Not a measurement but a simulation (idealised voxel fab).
process module | voxel self aligned contacts
We display cut, a cross-section 280 nm in width whose square cells are each 5 nm.
In this document a cross-section is written as a grid of square cells. It is given as a series of bands, listed from the top down, and a band is one or more rows of cells. Band: top and bottom heights (nm) first, top before bottom; then materials from left to right, widths in nm. "all across" marks a sole material filling the band edge to edge. "empty" denotes empty space. Heights are measured from 0, the level below which the as-received wafer is all one material; the lowest band has no bottom and continues downward, written as in "top 0, no bottom". With a width like "30..40", each row of cells in the band differs from the next by the same amount, the top row carrying the first number and the bottom row the second. Reading "stayed the same" for a step: not a cell of the cross-section changed in it. Reported under the label "Voids, sealed" are the empty spaces having no open way to the top and comprising 8 cells or more; the notation for each is width x height at distance, in which the distance is measured from the left edge and all three values are in nm. On each step's line, the part that comes after the settings is the simulator's own comment on the step. The "overlay nm" setting may appear on a step's line; for a step that uses a mask, it gives how far to the right of its planned position the mask lay, and a negative value indicates the left.

**The steps planned for the process are as follows**
1) RECEIVE | material Si
2) CONFORMAL_DEP | material SiO2 | thk nm 5
3) DIRECTIONAL_DEP | material polySi | thk nm 30
4) DIRECTIONAL_DEP | material SiN | thk nm 15
5) DIRECTIONAL_DEP | material aC | thk nm 10
6) PATTERN | tone cover | mask id GATE | material resist | width nm 30 | pitch nm 60 | thk nm 25 | overlay nm 0
7) DIRECTIONAL_ETCH | etch materials aC | depth nm 10
8) STRIP | etch materials resist
9) DIRECTIONAL_ETCH | etch materials SiN | depth nm 15
10) DIRECTIONAL_ETCH | etch materials polySi | depth nm 30
11) STRIP | etch materials aC
12) CONFORMAL_DEP | material SiN | thk nm 5
13) DIRECTIONAL_ETCH | etch materials SiN | depth nm 5
14) FILL_DEP | material SiO2 | thk nm 15
15) CMP | height nm 60
16) MASKED_ETCH | tone open | mask id CONTACT | width nm 40 | etch materials SiO2 | depth nm 60 | overlay nm 0
17) CONFORMAL_DEP | material TiN | thk nm 5
18) FILL_DEP | material W | thk nm 10
19) CMP | height nm 60
20) CONFORMAL_DEP | material SiCN | thk nm 5

**Delivered wafer in cross-section: state after step 1**
	top 0, no bottom: Si all across
	Voids, sealed: none

**a wafer at the end: this start, this plan, one mistake**
	top 65, bottom 60: SiCN all across
	top 60, bottom 50: SiO2=120 | TiN=5..15 | W=30..10 | TiN=5..15 | SiO2=120
	top 50, bottom 35: SiO2=90 | SiN=40 | TiN=5 | W=10 | TiN=5 | SiN=40 | SiO2=90
	top 35, bottom 10: SiO2=90 | SiN=5 | polySi=30 | SiN=5 | TiN=5 | W=10 | TiN=5 | SiN=5 | polySi=30 | SiN=5 | SiO2=90
	top 10, bottom 5: SiO2=90 | SiN=5 | polySi=30 | SiN=5 | TiN=20 | SiN=5 | polySi=30 | SiN=5 | SiO2=90
	top 5, bottom 0: SiCN all across
	top 0, no bottom: Si all across
	Voids, sealed: none
Misprocessing identified: in deviation from the planned setting, step 2 was conducted as CONFORMAL_DEP | material SiCN | thk nm 5
